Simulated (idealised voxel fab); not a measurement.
process module | voxel lift off
cross-section cut | 215 nm wide | cells 5 nm
A cross-section is a grid of square cells, given in bands from the top down. A band is one or more rows of cells.
Each band's line starts with the height of the band's top and of its bottom, in nm. Then come its materials from left to right, each with its width in nm. One material with "throughout" fills the band from edge to edge. "air" is empty space.
Height 0 is the level under which the wafer as received is all one material. The lowest band goes on downwards, as in "0 down".
A width such as "30 to 40" changes by the same amount from each row of cells to the next, from the band's top row to its bottom row.
"no change" after a step means that no cell of the cross-section changed.
closed voids: empty space of 8 cells or more with no open way to the top, each as width x height at its distance from the left edge, in nm
after a step's settings: what the simulator itself notes on the step
overlay nm, on a step with a mask: how far to the right of its planned place the mask lay; to the left if negative
plan
1 op RECEIVE | material Si
2 op CONFORMAL_DEP | material Al2O3 | thk nm 5
3 op PATTERN | tone open | mask id LINES | material resist | width nm 15 | pitch nm 45 | thk nm 20 | overlay nm -15
4 op DIRECTIONAL_DEP | material Ru | thk nm 10
5 op STRIP | etch materials resist
6 op CONFORMAL_DEP | material SiCN | thk nm 10
varied across the wafers: overlay nm of step 3. The plan shows the first wafer's value. All wafers start alike
first wafer as received, after step 1
  0 down: Si throughout
  closed voids: none
first wafer at the end, after step 6
  25 to 15: air 30 | SiCN 35 | air 10 | SiCN 35 | air 10 | SiCN 35 | air 60
  15 to 5: SiCN 40 | Ru 15 | SiCN 30 | Ru 15 | SiCN 30 | Ru 15 | SiCN 70
  5 to 0: Al2O3 throughout
  0 down: Si throughout
  closed voids: none
last wafer at the end
  25 to 15: air 60 | SiCN 35 | air 10 | SiCN 35 | air 10 | SiCN 35 | air 30
  15 to 5: SiCN 70 | Ru 15 | SiCN 30 | Ru 15 | SiCN 30 | Ru 15 | SiCN 40
  5 to 0: Al2O3 throughout
  0 down: Si throughout
  closed voids: none
each wafer at the end: cells of each material gained (+) or lost (-) since it was received, then its closed voids
overlay nm -15 | +43 Al2O3 | +18 Ru | +110 SiCN | closed voids: none
overlay nm -10 | +43 Al2O3 | +18 Ru | +110 SiCN | closed voids: none
overlay nm -5 | +43 Al2O3 | +18 Ru | +110 SiCN | closed voids: none
overlay nm 0 | +43 Al2O3 | +18 Ru | +110 SiCN | closed voids: none
overlay nm 5 | +43 Al2O3 | +18 Ru | +110 SiCN | closed voids: none
overlay nm 10 | +43 Al2O3 | +18 Ru | +110 SiCN | closed voids: none
overlay nm 15 | +43 Al2O3 | +18 Ru | +110 SiCN | closed voids: none
